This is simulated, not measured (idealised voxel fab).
This section sets out a process module, namely voxel air gaps.
The cross-section shown here is cut; it is 250 nm wide and divided into square cells measuring 5 nm on a side.
Format of a cross-section: grid, square cells. Given as bands. Order: top down. Band: one or more rows of cells. Quick guide to a band line: top height, bottom height (nm) up front; then every material left to right with its width in nm. Only one material and it's marked "edge to edge"? Then it fills the band edge to edge. And "blank" just means empty space. Heights are measured from 0, the level below which the as-received wafer is all one material; the lowest band has no bottom and continues downward, written as in "from 0 down". Width: "30..40" (first number = top row, second number = bottom row, same change from row to row of cells). What does "remains unaltered" mean for a step? It means no cell of the cross-section changed in that step. The entry "Voids, enclosed" lists the empty spaces that cover at least 8 cells and have no open path to the top. Each is written as width x height at distance, where the distance is measured from the left edge and all three values are in nm. Heads up: the bit after the settings on a step's line is the simulator's remark on that step. overlay nm: mask right of planned place by this much (step with mask). Neg. = left.
List of planned process steps:
1,RECEIVE,material Si
2,CONFORMAL_DEP,material SiO2,thk nm 10
3,CONFORMAL_DEP,material SiN,thk nm 5
4,DIRECTIONAL_DEP,material lowk,thk nm 30
5,DIRECTIONAL_DEP,material aC,thk nm 15
6,PATTERN,tone open,mask id LINES,material resist,width nm 15,pitch nm 40,thk nm 35,overlay nm 0
7,DIRECTIONAL_ETCH,etch materials aC,depth nm 15
8,STRIP,etch materials resist
9,DIRECTIONAL_ETCH,etch materials lowk,depth nm 30
10,STRIP,etch materials aC
11,CONFORMAL_DEP,material TiN,thk nm 5
12,FILL_DEP,material Cu,thk nm 5
13,CMP,height nm 45
14,EPI,material Ru,thk nm 10
15,SELECTIVE_ETCH,etch materials lowk,depth nm 40
16,CONFORMAL_DEP,material SiN,thk nm 5
Be aware that, although all wafers share a common starting state, the width nm at step 6 differs among them, and the plan displays the first wafer's value.
Cross-section of the first of several wafers as received (after step 1):
* from 0 down: Si edge to edge
* Voids, enclosed: none
Post step 16, the closing step of the module: first of several wafers, cross-sectioned:
* from 60 to 55: blank (40), then SiN (165), then blank (45)
* from 55 to 45: blank (40), then SiN (5), then Ru (35), then SiN (5), then Ru (35), then SiN (5), then Ru (35), then SiN (5), then Ru (35), then SiN (5), then blank (45)
* from 45 to 40: blank (40), then SiN (15), then TiN (5), then Cu (5), then TiN (5), then SiN (25), then TiN (5), then Cu (5), then TiN (5), then SiN (25), then TiN (5), then Cu (5), then TiN (5), then SiN (25), then TiN (5), then Cu (5), then TiN (5), then SiN (15), then blank (45)
* from 40 to 20: blank (50), then SiN (5), then TiN (5), then Cu (5), then TiN (5), then SiN (5), then blank (15), then SiN (5), then TiN (5), then Cu (5), then TiN (5), then SiN (5), then blank (15), then SiN (5), then TiN (5), then Cu (5), then TiN (5), then SiN (5), then blank (15), then SiN (5), then TiN (5), then Cu (5), then TiN (5), then SiN (5), then blank (55)
* from 20 to 15: SiN (55), then TiN (15), then SiN (25), then TiN (15), then SiN (25), then TiN (15), then SiN (25), then TiN (15), then SiN (60)
* from 15 to 10: SiN edge to edge
* from 10 to 0: SiO2 edge to edge
* from 0 down: Si edge to edge
* Voids, enclosed: 15 x 20 at 75; 15 x 20 at 115; 15 x 20 at 155
Here's the last wafer cross-sectioned at the end of the module:
* from 60 to 55: blank (35), then SiN (175), then blank (40)
* from 55 to 45: blank (35), then SiN (5), then Ru (165), then SiN (5), then blank (40)
* from 45 to 40: blank (35), then SiN (15), then TiN (5), then Cu (15), then TiN (5), then lowk (15), then TiN (5), then Cu (15), then TiN (5), then lowk (15), then TiN (5), then Cu (15), then TiN (5), then lowk (15), then TiN (5), then Cu (15), then TiN (5), then SiN (15), then blank (40)
* from 40 to 20: blank (45), then SiN (5), then TiN (5), then Cu (15), then TiN (5), then lowk (15), then TiN (5), then Cu (15), then TiN (5), then lowk (15), then TiN (5), then Cu (15), then TiN (5), then lowk (15), then TiN (5), then Cu (15), then TiN (5), then SiN (5), then blank (50)
* from 20 to 15: SiN (50), then TiN (25), then lowk (15), then TiN (25), then lowk (15), then TiN (25), then lowk (15), then TiN (25), then SiN (55)
* from 15 to 10: SiN edge to edge
* from 10 to 0: SiO2 edge to edge
* from 0 down: Si edge to edge
* Voids, enclosed: none
Per wafer (row), end of module: delta in cells per material since receipt, (+) for gained, (-) for lost; closed voids after that:
width nm 15, +20 Cu, +56 Ru, +184 SiN, +100 SiO2, +52 TiN, Voids, enclosed: 15 x 20 at 75; 15 x 20 at 115; 15 x 20 at 155
width nm 20, +40 Cu, +64 Ru, +124 SiN, +100 SiO2, +56 TiN, +72 lowk, Voids, enclosed: none
width nm 25, +60 Cu, +66 Ru, +124 SiN, +100 SiO2, +60 TiN, +54 lowk, Voids, enclosed: none
